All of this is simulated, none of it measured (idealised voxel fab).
You're looking at the process module voxel transistor to metal.
For reference, the cross-section in this document is cut, with width 275 nm and square cells of 5 nm.
Cross-section format: a grid of square cells, given as bands from top to bottom; each band is one or more rows of cells. What a band's entry tells you: where the top is and where the bottom is, as heights in nm, and after that what lies inside, material by material from left to right, each with its width in nm. Empty space is written as the word "empty", and a single material marked with the word "everywhere" occupies the band from edge to edge. A quick word on heights: they are counted from 0, and under that level the wafer as it came to us is one material throughout. The lowest band is different from the rest in having no bottom; it simply continues downward, written as in "z 0 and below". A width such as "30->40" changes by the same amount from each row of cells to the next, from the band's top row to its bottom row. Take "no change" at face value: in the step it is given for, the cross-section changed in none of its cells. Entry "Sealed-off cavities" = empty spaces >= 8 cells with no open way to the top; each as width x height at distance, distance from left edge, all nm. Anything after a step's settings on that line? It's the simulator's own note about the step. When a step includes a mask, the "overlay nm" setting on its line states how far to the right of its planned place that mask lay, and negative values state how far to the left. Everything after this point is organized in pairs: a cross-section before one process step, a cross-section after it that shows only as deep as the lowest changed band, and, under the pair, the intervening step with its settings. Because different runs of this module on the same starting wafer can supply different pairs, a pair continues from the pair above it only if its entry headed "Pre-processing view" says so.
Pre-processing view
    z 0 and below = Si everywhere
    Sealed-off cavities: none
As Processed
    z 5 to 0 = SiO2 everywhere
    At heights below 0, the structure remains unaltered.
    Sealed-off cavities: none
The transition between the preceding cross-sections is accomplished by op CONFORMAL_DEP | material SiO2 | thk nm 5
Pre-processing view: see preceding pair, after cross-section.
As Processed
    z 20 to 5 = SiN everywhere
    At heights below 5, the structure remains unaltered.
    Sealed-off cavities: none
The transition between the preceding cross-sections is accomplished by op CONFORMAL_DEP | material SiN | thk nm 15
Pre-processing view: see preceding pair, after cross-section.
As Processed
    z 30 to 20 = aC everywhere
    At heights below 20, the structure remains unaltered.
    Sealed-off cavities: none
The transition between the preceding cross-sections is accomplished by op DIRECTIONAL_DEP | material aC | thk nm 10
Pre-processing view: see preceding pair, after cross-section.
As Processed
    z 55 to 30 = empty: 30; resist: 95; empty: 25; resist: 95; empty: 30
    At heights below 30, the structure remains unaltered.
    Sealed-off cavities: none
The transition between the preceding cross-sections is accomplished by op PATTERN | tone cover | mask id ACTIVE | material resist | width nm 95 | pitch nm 120 | thk nm 25 | overlay nm 0
Pre-processing view: see preceding pair, after cross-section.
As Processed
    z 45 to 30 = empty: 30; resist: 95; empty: 25; resist: 95; empty: 30
    z 30 to 20 = empty: 30; aC: 95; empty: 25; aC: 95; empty: 30
    At heights below 20, the structure remains unaltered.
    Sealed-off cavities: none
The transition between the preceding cross-sections is accomplished by op DIRECTIONAL_ETCH | etch materials aC | depth nm 10
Pre-processing view: see preceding pair, after cross-section.
As Processed
    z 30 to 20 = empty: 30; aC: 95; empty: 25; aC: 95; empty: 30
    At heights below 20, the structure remains unaltered.
    Sealed-off cavities: none
The transition between the preceding cross-sections is accomplished by op STRIP | etch materials resist
Pre-processing view: see preceding pair, after cross-section.
As Processed
    z 30 to 20 = empty: 30; aC: 95; empty: 25; aC: 95; empty: 30
    z 20 to 5 = empty: 30; SiN: 95; empty: 25; SiN: 95; empty: 30
    At heights below 5, the structure remains unaltered.
    Sealed-off cavities: none
The transition between the preceding cross-sections is accomplished by op DIRECTIONAL_ETCH | etch materials SiN | depth nm 15
Pre-processing view: see preceding pair, after cross-section.
As Processed
    z 30 to 20 = empty: 30; aC: 95; empty: 25; aC: 95; empty: 30
    z 20 to 5 = empty: 30; SiN: 95; empty: 25; SiN: 95; empty: 30
    z 5 to 0 = empty: 30; SiO2: 95; empty: 25; SiO2: 95; empty: 30
    At heights below 0, the structure remains unaltered.
    Sealed-off cavities: none
The transition between the preceding cross-sections is accomplished by op DIRECTIONAL_ETCH | etch materials SiO2 | depth nm 5
Pre-processing view: see preceding pair, after cross-section.
As Processed
    z 30 to 20 = empty: 30; aC: 95; empty: 25; aC: 95; empty: 30
    z 20 to 5 = empty: 30; SiN: 95; empty: 25; SiN: 95; empty: 30
    z 5 to 0 = empty: 30; SiO2: 95; empty: 25; SiO2: 95; empty: 30
    z 0 to -25 = empty: 30; Si: 95; empty: 25; Si: 95; empty: 30
    At heights below -25, the structure remains unaltered.
    Sealed-off cavities: none
The transition between the preceding cross-sections is accomplished by op DIRECTIONAL_ETCH | etch materials Si | depth nm 25
Pre-processing view: see preceding pair, after cross-section.
As Processed
    z 20 to 5 = empty: 30; SiN: 95; empty: 25; SiN: 95; empty: 30
    At heights below 5, the structure remains unaltered.
    Sealed-off cavities: none
The transition between the preceding cross-sections is accomplished by op STRIP | etch materials aC
Pre-processing view: see preceding pair, after cross-section.
As Processed
    z 20 to 5 = empty: 30; SiN: 95; empty: 25; SiN: 95; empty: 30
    z 5 to 0 = empty: 30; SiO2: 95; empty: 25; SiO2: 95; empty: 30
    z 0 to -25 = empty: 30; SiO2: 5; Si: 85; SiO2: 5; empty: 25; SiO2: 5; Si: 85; SiO2: 5; empty: 30
    z -25 to -30 = SiO2: 35; Si: 85; SiO2: 35; Si: 85; SiO2: 35
    At heights below -30, the structure remains unaltered.
    Sealed-off cavities: none
The transition between the preceding cross-sections is accomplished by op OXIDIZE | depth nm 5
Pre-processing view: see preceding pair, after cross-section.
As Processed
    z 35 to 20 = SiO2 everywhere
    z 20 to 5 = SiO2: 30; SiN: 95; SiO2: 25; SiN: 95; SiO2: 30
    z 5 to 0 = SiO2 everywhere
    z 0 to -30 = SiO2: 35; Si: 85; SiO2: 35; Si: 85; SiO2: 35
    At heights below -30, the structure remains unaltered.
    Sealed-off cavities: none
The transition between the preceding cross-sections is accomplished by op FILL_DEP | material SiO2 | thk nm 15
Pre-processing view: see preceding pair, after cross-section.
As Processed
    z 20 to 5 = SiO2: 30; SiN: 95; SiO2: 25; SiN: 95; SiO2: 30
    At heights below 5, the structure remains unaltered.
    Sealed-off cavities: none
The transition between the preceding cross-sections is accomplished by op CMP | height nm 20
Pre-processing view: see preceding pair, after cross-section.
As Processed
    z 20 to 10 = empty: 30; SiN: 95; empty: 25; SiN: 95; empty: 30
    At heights below 10, the structure remains unaltered.
    Sealed-off cavities: none
The transition between the preceding cross-sections is accomplished by op SELECTIVE_ETCH | etch materials SiO2 | depth nm 10
Pre-processing view: see preceding pair, after cross-section.
As Processed
    z 10 to 5 = SiO2: 30; empty: 95; SiO2: 25; empty: 95; SiO2: 30
    At heights below 5, the structure remains unaltered.
    Sealed-off cavities: none
The transition between the preceding cross-sections is accomplished by op STRIP | etch materials SiN
Pre-processing view: see preceding pair, after cross-section.
As Processed
    z 5 to 0 = SiO2: 25; empty: 105; SiO2: 15; empty: 105; SiO2: 25
    At heights below 0, the structure remains unaltered.
    Sealed-off cavities: none
The transition between the preceding cross-sections is accomplished by op SELECTIVE_ETCH | etch materials SiO2 | depth nm 5
Pre-processing view: see preceding pair, after cross-section.
As Processed
    z 5 to 0 = SiO2: 25; empty: 105; SiO2: 15; empty: 105; SiO2: 25
    z 0 to -5 = SiO2 everywhere
    At heights below -5, the structure remains unaltered.
    Sealed-off cavities: none
The transition between the preceding cross-sections is accomplished by op OXIDIZE | depth nm 5
Pre-processing view: see preceding pair, after cross-section.
As Processed
    z 35 to 30 = polySi: 25; empty: 105; polySi: 15; empty: 105; polySi: 25
    z 30 to 5 = polySi everywhere
    z 5 to 0 = SiO2: 25; polySi: 105; SiO2: 15; polySi: 105; SiO2: 25
    At heights below 0, the structure remains unaltered.
    Sealed-off cavities: none
The transition between the preceding cross-sections is accomplished by op DIRECTIONAL_DEP | material polySi | thk nm 30
Pre-processing view: see preceding pair, after cross-section.
As Processed
    z 50 to 45 = SiCN: 25; empty: 105; SiCN: 15; empty: 105; SiCN: 25
    z 45 to 35 = SiCN everywhere
    z 35 to 30 = polySi: 25; SiCN: 105; polySi: 15; SiCN: 105; polySi: 25
    At heights below 30, the structure remains unaltered.
    Sealed-off cavities: none
The transition between the preceding cross-sections is accomplished by op DIRECTIONAL_DEP | material SiCN | thk nm 15
Pre-processing view: see preceding pair, after cross-section.
As Processed
    z 65 to 60 = aC: 25; empty: 105; aC: 15; empty: 105; aC: 25
    z 60 to 50 = aC everywhere
    z 50 to 45 = SiCN: 25; aC: 105; SiCN: 15; aC: 105; SiCN: 25
    At heights below 45, the structure remains unaltered.
    Sealed-off cavities: none
The transition between the preceding cross-sections is accomplished by op DIRECTIONAL_DEP | material aC | thk nm 15
Pre-processing view: see preceding pair, after cross-section.
As Processed
    z 95 to 65 = empty: 65; resist: 25; empty: 95; resist: 25; empty: 65
    z 65 to 60 = aC: 25; empty: 40; resist: 25; empty: 40; aC: 15; empty: 40; resist: 25; empty: 40; aC: 25
    At heights below 60, the structure remains unaltered.
    Sealed-off cavities: none
The transition between the preceding cross-sections is accomplished by op PATTERN | tone cover | mask id GATE | material resist | width nm 25 | pitch nm 120 | thk nm 30 | overlay nm 0
Pre-processing view: see preceding pair, after cross-section.
As Processed
    z 80 to 60 = empty: 65; resist: 25; empty: 95; resist: 25; empty: 65
    z 60 to 50 = empty: 65; aC: 25; empty: 95; aC: 25; empty: 65
    z 50 to 45 = SiCN: 25; empty: 40; aC: 25; empty: 40; SiCN: 15; empty: 40; aC: 25; empty: 40; SiCN: 25
    At heights below 45, the structure remains unaltered.
    Sealed-off cavities: none
The transition between the preceding cross-sections is accomplished by op DIRECTIONAL_ETCH | etch materials aC | depth nm 15
Pre-processing view: see preceding pair, after cross-section.
As Processed
    z 60 to 50 = empty: 65; aC: 25; empty: 95; aC: 25; empty: 65
    At heights below 50, the structure remains unaltered.
    Sealed-off cavities: none
The transition between the preceding cross-sections is accomplished by op STRIP | etch materials resist
Pre-processing view: see preceding pair, after cross-section.
As Processed
    z 60 to 45 = empty: 65; aC: 25; empty: 95; aC: 25; empty: 65
    z 45 to 35 = empty: 65; SiCN: 25; empty: 95; SiCN: 25; empty: 65
    z 35 to 30 = polySi: 25; empty: 40; SiCN: 25; empty: 40; polySi: 15; empty: 40; SiCN: 25; empty: 40; polySi: 25
    At heights below 30, the structure remains unaltered.
    Sealed-off cavities: none
The transition between the preceding cross-sections is accomplished by op DIRECTIONAL_ETCH | etch materials SiCN | depth nm 25
Pre-processing view: see preceding pair, after cross-section.
As Processed
    z 60 to 45 = empty: 65; aC: 25; empty: 95; aC: 25; empty: 65
    z 45 to 30 = empty: 65; SiCN: 25; empty: 95; SiCN: 25; empty: 65
    z 30 to 5 = empty: 65; polySi: 25; empty: 95; polySi: 25; empty: 65
    z 5 to 0 = SiO2: 25; empty: 40; polySi: 25; empty: 40; SiO2: 15; empty: 40; polySi: 25; empty: 40; SiO2: 25
    At heights below 0, the structure remains unaltered.
    Sealed-off cavities: none
The transition between the preceding cross-sections is accomplished by op DIRECTIONAL_ETCH | etch materials polySi | depth nm 40
Pre-processing view: see preceding pair, after cross-section.
As Processed
    z 45 to 30 = empty: 65; SiCN: 25; empty: 95; SiCN: 25; empty: 65
    At heights below 30, the structure remains unaltered.
    Sealed-off cavities: none
The transition between the preceding cross-sections is accomplished by op STRIP | etch materials aC
Pre-processing view: see preceding pair, after cross-section.
As Processed
    z 50 to 45 = empty: 60; SiO2: 35; empty: 85; SiO2: 35; empty: 60
    z 45 to 30 = empty: 60; SiO2: 5; SiCN: 25; SiO2: 5; empty: 85; SiO2: 5; SiCN: 25; SiO2: 5; empty: 60
    z 30 to 10 = empty: 60; SiO2: 5; polySi: 25; SiO2: 5; empty: 85; SiO2: 5; polySi: 25; SiO2: 5; empty: 60
    z 10 to 5 = SiO2: 30; empty: 30; SiO2: 5; polySi: 25; SiO2: 5; empty: 30; SiO2: 25; empty: 30; SiO2: 5; polySi: 25; SiO2: 5; empty: 30; SiO2: 30
    z 5 to 0 = SiO2: 65; polySi: 25; SiO2: 95; polySi: 25; SiO2: 65
    At heights below 0, the structure remains unaltered.
    Sealed-off cavities: none
The transition between the preceding cross-sections is accomplished by op CONFORMAL_DEP | material SiO2 | thk nm 5
Pre-processing view: see preceding pair, after cross-section.
As Processed
    z 45 to 30 = empty: 60; SiO2: 5; SiCN: 25; SiO2: 5; empty: 85; SiO2: 5; SiCN: 25; SiO2: 5; empty: 60
    z 30 to 5 = empty: 60; SiO2: 5; polySi: 25; SiO2: 5; empty: 85; SiO2: 5; polySi: 25; SiO2: 5; empty: 60
    z 5 to 0 = SiO2: 30; empty: 30; SiO2: 5; polySi: 25; SiO2: 5; empty: 30; SiO2: 25; empty: 30; SiO2: 5; polySi: 25; SiO2: 5; empty: 30; SiO2: 30
    At heights below 0, the structure remains unaltered.
    Sealed-off cavities: none
The transition between the preceding cross-sections is accomplished by op DIRECTIONAL_ETCH | etch materials SiO2 | depth nm 5
Pre-processing view: see preceding pair, after cross-section.
As Processed
    z 50 to 45 = empty: 55; SiN: 45; empty: 75; SiN: 45; empty: 55
    z 45 to 30 = empty: 55; SiN: 5; SiO2: 5; SiCN: 25; SiO2: 5; SiN: 5; empty: 75; SiN: 5; SiO2: 5; SiCN: 25; SiO2: 5; SiN: 5; empty: 55
    z 30 to 10 = empty: 55; SiN: 5; SiO2: 5; polySi: 25; SiO2: 5; SiN: 5; empty: 75; SiN: 5; SiO2: 5; polySi: 25; SiO2: 5; SiN: 5; empty: 55
    z 10 to 5 = SiN: 35; empty: 20; SiN: 5; SiO2: 5; polySi: 25; SiO2: 5; SiN: 5; empty: 20; SiN: 35; empty: 20; SiN: 5; SiO2: 5; polySi: 25; SiO2: 5; SiN: 5; empty: 20; SiN: 35
    z 5 to 0 = SiO2: 30; SiN: 30; SiO2: 5; polySi: 25; SiO2: 5; SiN: 30; SiO2: 25; SiN: 30; SiO2: 5; polySi: 25; SiO2: 5; SiN: 30; SiO2: 30
    At heights below 0, the structure remains unaltered.
    Sealed-off cavities: none
The transition between the preceding cross-sections is accomplished by op CONFORMAL_DEP | material SiN | thk nm 5
Pre-processing view: see preceding pair, after cross-section.
As Processed
    z 45 to 30 = empty: 55; SiN: 5; SiO2: 5; SiCN: 25; SiO2: 5; SiN: 5; empty: 75; SiN: 5; SiO2: 5; SiCN: 25; SiO2: 5; SiN: 5; empty: 55
    z 30 to 5 = empty: 55; SiN: 5; SiO2: 5; polySi: 25; SiO2: 5; SiN: 5; empty: 75; SiN: 5; SiO2: 5; polySi: 25; SiO2: 5; SiN: 5; empty: 55
    z 5 to 0 = SiO2: 30; SiN: 5; empty: 20; SiN: 5; SiO2: 5; polySi: 25; SiO2: 5; SiN: 5; empty: 20; SiN: 5; SiO2: 25; SiN: 5; empty: 20; SiN: 5; SiO2: 5; polySi: 25; SiO2: 5; SiN: 5; empty: 20; SiN: 5; SiO2: 30
    At heights below 0, the structure remains unaltered.
    Sealed-off cavities: none
The transition between the preceding cross-sections is accomplished by op DIRECTIONAL_ETCH | etch materials SiN | depth nm 5
Pre-processing view: see preceding pair, after cross-section.
As Processed
    z 45 to 40 = empty: 55; SiN: 5; empty: 5; SiCN: 25; empty: 5; SiN: 5; empty: 75; SiN: 5; empty: 5; SiCN: 25; empty: 5; SiN: 5; empty: 55
    z 40 to 30 = empty: 55; SiN: 5; SiO2: 5; SiCN: 25; SiO2: 5; SiN: 5; empty: 75; SiN: 5; SiO2: 5; SiCN: 25; SiO2: 5; SiN: 5; empty: 55
    z 30 to 5 = empty: 55; SiN: 5; SiO2: 5; polySi: 25; SiO2: 5; SiN: 5; empty: 75; SiN: 5; SiO2: 5; polySi: 25; SiO2: 5; SiN: 5; empty: 55
    z 5 to 0 = empty: 30; SiN: 5; empty: 20; SiN: 5; SiO2: 5; polySi: 25; SiO2: 5; SiN: 5; empty: 20; SiN: 5; empty: 25; SiN: 5; empty: 20; SiN: 5; SiO2: 5; polySi: 25; SiO2: 5; SiN: 5; empty: 20; SiN: 5; empty: 30
    z 0 to -5 = SiO2: 35; empty: 20; SiO2: 45; empty: 20; SiO2: 35; empty: 20; SiO2: 45; empty: 20; SiO2: 35
    At heights below -5, the structure remains unaltered.
    Sealed-off cavities: none
The transition between the preceding cross-sections is accomplished by op DIRECTIONAL_ETCH | etch materials SiO2 | depth nm 5
Pre-processing view: see preceding pair, after cross-section.
As Processed
    z 45 to 40 = empty: 55; SiN: 5; empty: 5; SiCN: 25; empty: 5; SiN: 5; empty: 75; SiN: 5; empty: 5; SiCN: 25; empty: 5; SiN: 5; empty: 55
    z 40 to 30 = empty: 55; SiN: 5; SiO2: 5; SiCN: 25; SiO2: 5; SiN: 5; empty: 75; SiN: 5; SiO2: 5; SiCN: 25; SiO2: 5; SiN: 5; empty: 55
    z 30 to 5 = empty: 55; SiN: 5; SiO2: 5; polySi: 25; SiO2: 5; SiN: 5; empty: 75; SiN: 5; SiO2: 5; polySi: 25; SiO2: 5; SiN: 5; empty: 55
    z 5 to 0 = empty: 30; SiN: 5; empty: 20; SiN: 5; SiO2: 5; polySi: 25; SiO2: 5; SiN: 5; empty: 20; SiN: 5; empty: 25; SiN: 5; empty: 20; SiN: 5; SiO2: 5; polySi: 25; SiO2: 5; SiN: 5; empty: 20; SiN: 5; empty: 30
    z 0 to -5 = SiO2: 35; pSi: 20; SiO2: 45; pSi: 20; SiO2: 35; pSi: 20; SiO2: 45; pSi: 20; SiO2: 35
    At heights below -5, the structure remains unaltered.
    Sealed-off cavities: none
The transition between the preceding cross-sections is accomplished by op EPI | material pSi | thk nm 5
Pre-processing view: see preceding pair, after cross-section.
As Processed
    z 50 to 45 = SiO2 everywhere
    z 45 to 30 = SiO2: 55; SiN: 5; SiO2: 5; SiCN: 25; SiO2: 5; SiN: 5; SiO2: 75; SiN: 5; SiO2: 5; SiCN: 25; SiO2: 5; SiN: 5; SiO2: 55
    z 30 to 5 = SiO2: 55; SiN: 5; SiO2: 5; polySi: 25; SiO2: 5; SiN: 5; SiO2: 75; SiN: 5; SiO2: 5; polySi: 25; SiO2: 5; SiN: 5; SiO2: 55
    z 5 to 0 = SiO2: 30; SiN: 5; SiO2: 20; SiN: 5; SiO2: 5; polySi: 25; SiO2: 5; SiN: 5; SiO2: 20; SiN: 5; SiO2: 25; SiN: 5; SiO2: 20; SiN: 5; SiO2: 5; polySi: 25; SiO2: 5; SiN: 5; SiO2: 20; SiN: 5; SiO2: 30
    At heights below 0, the structure remains unaltered.
    Sealed-off cavities: none
The transition between the preceding cross-sections is accomplished by op FILL_DEP | material SiO2 | thk nm 5
Pre-processing view: see preceding pair, after cross-section.
As Processed
    z 30 to 5 = SiO2: 55; SiN: 5; SiO2: 5; polySi: 25; SiO2: 5; SiN: 5; SiO2: 75; SiN: 5; SiO2: 5; polySi: 25; SiO2: 5; SiN: 5; SiO2: 55
    At heights below 5, the structure remains unaltered.
    Sealed-off cavities: none
The transition between the preceding cross-sections is accomplished by op CMP | height nm 30
Pre-processing view: see preceding pair, after cross-section.
As Processed
    z 30 to 5 = SiO2: 55; SiN: 5; SiO2: 5; empty: 25; SiO2: 5; SiN: 5; SiO2: 75; SiN: 5; SiO2: 5; empty: 25; SiO2: 5; SiN: 5; SiO2: 55
    z 5 to 0 = SiO2: 30; SiN: 5; SiO2: 20; SiN: 5; SiO2: 5; empty: 25; SiO2: 5; SiN: 5; SiO2: 20; SiN: 5; SiO2: 25; SiN: 5; SiO2: 20; SiN: 5; SiO2: 5; empty: 25; SiO2: 5; SiN: 5; SiO2: 20; SiN: 5; SiO2: 30
    At heights below 0, the structure remains unaltered.
    Sealed-off cavities: none
The transition between the preceding cross-sections is accomplished by op STRIP | etch materials polySi
Pre-processing view: see preceding pair, after cross-section.
As Processed
    z 30 to 25 = empty: 55; SiN: 5; empty: 35; SiN: 5; empty: 75; SiN: 5; empty: 35; SiN: 5; empty: 55
    z 25 to 5 = SiO2: 55; SiN: 5; empty: 35; SiN: 5; SiO2: 75; SiN: 5; empty: 35; SiN: 5; SiO2: 55
    z 5 to 0 = SiO2: 30; SiN: 5; SiO2: 20; SiN: 5; empty: 35; SiN: 5; SiO2: 20; SiN: 5; SiO2: 25; SiN: 5; SiO2: 20; SiN: 5; empty: 35; SiN: 5; SiO2: 20; SiN: 5; SiO2: 30
    z 0 to -5 = SiO2: 35; pSi: 20; SiO2: 5; empty: 35; SiO2: 5; pSi: 20; SiO2: 35; pSi: 20; SiO2: 5; empty: 35; SiO2: 5; pSi: 20; SiO2: 35
    At heights below -5, the structure remains unaltered.
    Sealed-off cavities: none
The transition between the preceding cross-sections is accomplished by op SELECTIVE_ETCH | etch materials SiO2 | depth nm 5
Pre-processing view: see preceding pair, after cross-section.
As Processed
    z 35 to 30 = empty: 50; HfO2: 15; empty: 25; HfO2: 15; empty: 65; HfO2: 15; empty: 25; HfO2: 15; empty: 50
    z 30 to 25 = HfO2: 55; SiN: 5; HfO2: 5; empty: 25; HfO2: 5; SiN: 5; HfO2: 75; SiN: 5; HfO2: 5; empty: 25; HfO2: 5; SiN: 5; HfO2: 55
    z 25 to 5 = SiO2: 55; SiN: 5; HfO2: 5; empty: 25; HfO2: 5; SiN: 5; SiO2: 75; SiN: 5; HfO2: 5; empty: 25; HfO2: 5; SiN: 5; SiO2: 55
    z 5 to 0 = SiO2: 30; SiN: 5; SiO2: 20; SiN: 5; HfO2: 5; empty: 25; HfO2: 5; SiN: 5; SiO2: 20; SiN: 5; SiO2: 25; SiN: 5; SiO2: 20; SiN: 5; HfO2: 5; empty: 25; HfO2: 5; SiN: 5; SiO2: 20; SiN: 5; SiO2: 30
    z 0 to -5 = SiO2: 35; pSi: 20; SiO2: 5; HfO2: 35; SiO2: 5; pSi: 20; SiO2: 35; pSi: 20; SiO2: 5; HfO2: 35; SiO2: 5; pSi: 20; SiO2: 35
    At heights below -5, the structure remains unaltered.
    Sealed-off cavities: none
The transition between the preceding cross-sections is accomplished by op CONFORMAL_DEP | material HfO2 | thk nm 5
Pre-processing view: see preceding pair, after cross-section.
As Processed
    z 40 to 35 = empty: 45; TiN: 25; empty: 15; TiN: 25; empty: 55; TiN: 25; empty: 15; TiN: 25; empty: 45
    z 35 to 30 = TiN: 50; HfO2: 15; TiN: 5; empty: 15; TiN: 5; HfO2: 15; TiN: 65; HfO2: 15; TiN: 5; empty: 15; TiN: 5; HfO2: 15; TiN: 50
    z 30 to 25 = HfO2: 55; SiN: 5; HfO2: 5; TiN: 5; empty: 15; TiN: 5; HfO2: 5; SiN: 5; HfO2: 75; SiN: 5; HfO2: 5; TiN: 5; empty: 15; TiN: 5; HfO2: 5; SiN: 5; HfO2: 55
    z 25 to 5 = SiO2: 55; SiN: 5; HfO2: 5; TiN: 5; empty: 15; TiN: 5; HfO2: 5; SiN: 5; SiO2: 75; SiN: 5; HfO2: 5; TiN: 5; empty: 15; TiN: 5; HfO2: 5; SiN: 5; SiO2: 55
    z 5 to 0 = SiO2: 30; SiN: 5; SiO2: 20; SiN: 5; HfO2: 5; TiN: 25; HfO2: 5; SiN: 5; SiO2: 20; SiN: 5; SiO2: 25; SiN: 5; SiO2: 20; SiN: 5; HfO2: 5; TiN: 25; HfO2: 5; SiN: 5; SiO2: 20; SiN: 5; SiO2: 30
    At heights below 0, the structure remains unaltered.
    Sealed-off cavities: none
The transition between the preceding cross-sections is accomplished by op CONFORMAL_DEP | material TiN | thk nm 5
Pre-processing view: see preceding pair, after cross-section.
As Processed
    z 50 to 40 = W everywhere
    z 40 to 35 = W: 45; TiN: 25; W: 15; TiN: 25; W: 55; TiN: 25; W: 15; TiN: 25; W: 45
    z 35 to 30 = TiN: 50; HfO2: 15; TiN: 5; W: 15; TiN: 5; HfO2: 15; TiN: 65; HfO2: 15; TiN: 5; W: 15; TiN: 5; HfO2: 15; TiN: 50
    z 30 to 25 = HfO2: 55; SiN: 5; HfO2: 5; TiN: 5; W: 15; TiN: 5; HfO2: 5; SiN: 5; HfO2: 75; SiN: 5; HfO2: 5; TiN: 5; W: 15; TiN: 5; HfO2: 5; SiN: 5; HfO2: 55
    z 25 to 5 = SiO2: 55; SiN: 5; HfO2: 5; TiN: 5; W: 15; TiN: 5; HfO2: 5; SiN: 5; SiO2: 75; SiN: 5; HfO2: 5; TiN: 5; W: 15; TiN: 5; HfO2: 5; SiN: 5; SiO2: 55
    At heights below 5, the structure remains unaltered.
    Sealed-off cavities: none
The transition between the preceding cross-sections is accomplished by op FILL_DEP | material W | thk nm 10
Pre-processing view: see preceding pair, after cross-section.
As Processed
    z 25 to 5 = SiO2: 55; SiN: 5; HfO2: 5; TiN: 5; W: 15; TiN: 5; HfO2: 5; SiN: 5; SiO2: 75; SiN: 5; HfO2: 5; TiN: 5; W: 15; TiN: 5; HfO2: 5; SiN: 5; SiO2: 55
    At heights below 5, the structure remains unaltered.
    Sealed-off cavities: none
The transition between the preceding cross-sections is accomplished by op CMP | height nm 25
Pre-processing view: see preceding pair, after cross-section.
As Processed
    z 40 to 25 = SiO2 everywhere
    At heights below 25, the structure remains unaltered.
    Sealed-off cavities: none
The transition between the preceding cross-sections is accomplished by op DIRECTIONAL_DEP | material SiO2 | thk nm 15
Pre-processing view: see preceding pair, after cross-section.
As Processed
    z 55 to 40 = aC everywhere
    At heights below 40, the structure remains unaltered.
    Sealed-off cavities: none
The transition between the preceding cross-sections is accomplished by op DIRECTIONAL_DEP | material aC | thk nm 15
Pre-processing view: see preceding pair, after cross-section.
As Processed
    z 85 to 55 = resist: 35; empty: 15; resist: 55; empty: 15; resist: 35; empty: 15; resist: 55; empty: 15; resist: 35
    At heights below 55, the structure remains unaltered.
    Sealed-off cavities: none
The transition between the preceding cross-sections is accomplished by op PATTERN | tone open | mask id CONTACT | material resist | width nm 15 | thk nm 30 | overlay nm 0
Pre-processing view: see preceding pair, after cross-section.
As Processed
    z 70 to 55 = resist: 35; empty: 15; resist: 55; empty: 15; resist: 35; empty: 15; resist: 55; empty: 15; resist: 35
    z 55 to 40 = aC: 35; empty: 15; aC: 55; empty: 15; aC: 35; empty: 15; aC: 55; empty: 15; aC: 35
    At heights below 40, the structure remains unaltered.
    Sealed-off cavities: none
The transition between the preceding cross-sections is accomplished by op DIRECTIONAL_ETCH | etch materials aC | depth nm 15
Pre-processing view: see preceding pair, after cross-section.
As Processed
    z 55 to 40 = aC: 35; empty: 15; aC: 55; empty: 15; aC: 35; empty: 15; aC: 55; empty: 15; aC: 35
    At heights below 40, the structure remains unaltered.
    Sealed-off cavities: none
The transition between the preceding cross-sections is accomplished by op STRIP | etch materials resist
Pre-processing view: see preceding pair, after cross-section.
As Processed
    z 55 to 40 = aC: 35; empty: 15; aC: 55; empty: 15; aC: 35; empty: 15; aC: 55; empty: 15; aC: 35
    z 40 to 25 = SiO2: 35; empty: 15; SiO2: 55; empty: 15; SiO2: 35; empty: 15; SiO2: 55; empty: 15; SiO2: 35
    z 25 to 5 = SiO2: 35; empty: 15; SiO2: 5; SiN: 5; HfO2: 5; TiN: 5; W: 15; TiN: 5; HfO2: 5; SiN: 5; SiO2: 5; empty: 15; SiO2: 35; empty: 15; SiO2: 5; SiN: 5; HfO2: 5; TiN: 5; W: 15; TiN: 5; HfO2: 5; SiN: 5; SiO2: 5; empty: 15; SiO2: 35
    z 5 to 0 = SiO2: 30; SiN: 5; empty: 15; SiO2: 5; SiN: 5; HfO2: 5; TiN: 25; HfO2: 5; SiN: 5; SiO2: 5; empty: 15; SiN: 5; SiO2: 25; SiN: 5; empty: 15; SiO2: 5; SiN: 5; HfO2: 5; TiN: 25; HfO2: 5; SiN: 5; SiO2: 5; empty: 15; SiN: 5; SiO2: 30
    At heights below 0, the structure remains unaltered.
    Sealed-off cavities: none
The transition between the preceding cross-sections is accomplished by op DIRECTIONAL_ETCH | etch materials SiO2 | depth nm 40
Pre-processing view: see preceding pair, after cross-section.
As Processed
    z 40 to 25 = SiO2: 35; empty: 15; SiO2: 55; empty: 15; SiO2: 35; empty: 15; SiO2: 55; empty: 15; SiO2: 35
    At heights below 25, the structure remains unaltered.
    Sealed-off cavities: none
The transition between the preceding cross-sections is accomplished by op STRIP | etch materials aC
Pre-processing view: see preceding pair, after cross-section.
As Processed
    z 45 to 40 = TiN: 40; empty: 5; TiN: 65; empty: 5; TiN: 45; empty: 5; TiN: 65; empty: 5; TiN: 40
    z 40 to 25 = SiO2: 35; TiN: 5; empty: 5; TiN: 5; SiO2: 55; TiN: 5; empty: 5; TiN: 5; SiO2: 35; TiN: 5; empty: 5; TiN: 5; SiO2: 55; TiN: 5; empty: 5; TiN: 5; SiO2: 35
    z 25 to 5 = SiO2: 35; TiN: 5; empty: 5; TiN: 5; SiO2: 5; SiN: 5; HfO2: 5; TiN: 5; W: 15; TiN: 5; HfO2: 5; SiN: 5; SiO2: 5; TiN: 5; empty: 5; TiN: 5; SiO2: 35; TiN: 5; empty: 5; TiN: 5; SiO2: 5; SiN: 5; HfO2: 5; TiN: 5; W: 15; TiN: 5; HfO2: 5; SiN: 5; SiO2: 5; TiN: 5; empty: 5; TiN: 5; SiO2: 35
    z 5 to 0 = SiO2: 30; SiN: 5; TiN: 15; SiO2: 5; SiN: 5; HfO2: 5; TiN: 25; HfO2: 5; SiN: 5; SiO2: 5; TiN: 15; SiN: 5; SiO2: 25; SiN: 5; TiN: 15; SiO2: 5; SiN: 5; HfO2: 5; TiN: 25; HfO2: 5; SiN: 5; SiO2: 5; TiN: 15; SiN: 5; SiO2: 30
    At heights below 0, the structure remains unaltered.
    Sealed-off cavities: none
The transition between the preceding cross-sections is accomplished by op CONFORMAL_DEP | material TiN | thk nm 5
Pre-processing view: see preceding pair, after cross-section.
As Processed
    z 50 to 45 = W everywhere
    z 45 to 40 = TiN: 40; W: 5; TiN: 65; W: 5; TiN: 45; W: 5; TiN: 65; W: 5; TiN: 40
    z 40 to 25 = SiO2: 35; TiN: 5; W: 5; TiN: 5; SiO2: 55; TiN: 5; W: 5; TiN: 5; SiO2: 35; TiN: 5; W: 5; TiN: 5; SiO2: 55; TiN: 5; W: 5; TiN: 5; SiO2: 35
    z 25 to 5 = SiO2: 35; TiN: 5; W: 5; TiN: 5; SiO2: 5; SiN: 5; HfO2: 5; TiN: 5; W: 15; TiN: 5; HfO2: 5; SiN: 5; SiO2: 5; TiN: 5; W: 5; TiN: 5; SiO2: 35; TiN: 5; W: 5; TiN: 5; SiO2: 5; SiN: 5; HfO2: 5; TiN: 5; W: 15; TiN: 5; HfO2: 5; SiN: 5; SiO2: 5; TiN: 5; W: 5; TiN: 5; SiO2: 35
    At heights below 5, the structure remains unaltered.
    Sealed-off cavities: none
The transition between the preceding cross-sections is accomplished by op FILL_DEP | material W | thk nm 5
